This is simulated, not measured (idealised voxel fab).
You're looking at the process module voxel ribs on slabs.
It is cross-section cut that appears here, measuring 140 nm in width, its square cells being 5 nm in size.
Cross-section layout: square cells on a grid; listed as bands, top to bottom; a band spans one or more cell rows. Look at the band entry: it leads with the top's height and the bottom's height in nm. Then it lists the materials left to right, with a width in nm for each. The word "full width" on a single material says that material fills the band edge to edge. The word "empty" is empty space. Heights are reckoned from 0. Under this level, the received wafer is all of one material. The bottommost band is open-ended downward, for example "z 0 and below". Width "30 to 40": first value at the band's top row of cells, second value at its bottom row, equal change from row to row. "nothing got changed" (step): cross-section cells unchanged, all of them. This entry, "Fully sealed voids", enumerates those empty regions of no fewer than 8 cells that possess no open connection to the top. Each region is reported in the form width x height at distance, the distance being taken from the left edge, with all three quantities expressed in nm. Whatever follows a step's settings on its line is a remark the simulator itself makes about that step. The line of a step may include "overlay nm". On a step with a mask, this value is how far to the right of its planned place the mask lay. A negative value means the mask lay to the left.

BELOW IS THE LIST OF PLANNED PROCESS STEPS
| 1 | RECEIVE: material Si |
| 2 | DIRECTIONAL_DEP: material SiO2, thk nm 25 |
| 3 | DIRECTIONAL_DEP: material polySi, thk nm 25 |
| 4 | MASKED_ETCH: tone cover, mask id RIB, width nm 25, etch materials polySi, depth nm 20, overlay nm 0 |
| 5 | MASKED_ETCH: tone cover, mask id SLAB, width nm 85, etch materials polySi, depth nm 5, overlay nm 0 |
| 6 | FILL_DEP: material SiO2, thk nm 15 |
| 7 | CMP: height nm 60 |
| 8 | DIRECTIONAL_DEP: material TiN, thk nm 10 |
| 9 | MASKED_ETCH: tone cover, mask id HEATER, width nm 35, etch materials TiN, depth nm 10, overlay nm 0 |
| 10 | CONFORMAL_DEP: material SiO2, thk nm 5 |

CROSS-SECTION OF THE WAFER UPON ARRIVAL, REPRESENTING THE STATE REACHED AFTER STEP 1
> z 0 and below = Si full width
> Fully sealed voids: none

END-OF-MODULE CROSS-SECTION. STARTING STRUCTURE AND PROCESS PLAN AS ABOVE; ONE MISTAKE MADE IN RUNNING IT
> z 75 to 70 = 45 of empty  45 of SiO2  50 of empty
> z 70 to 65 = 45 of empty  5 of SiO2  35 of TiN  5 of SiO2  50 of empty
> z 65 to 60 = 50 of SiO2  35 of TiN  55 of SiO2
> z 60 to 25 = SiO2 full width
> z 25 to 0 = polySi full width
> z 0 and below = Si full width
> Fully sealed voids: none
Diagnosis: plan steps 2 and 3 run swapped
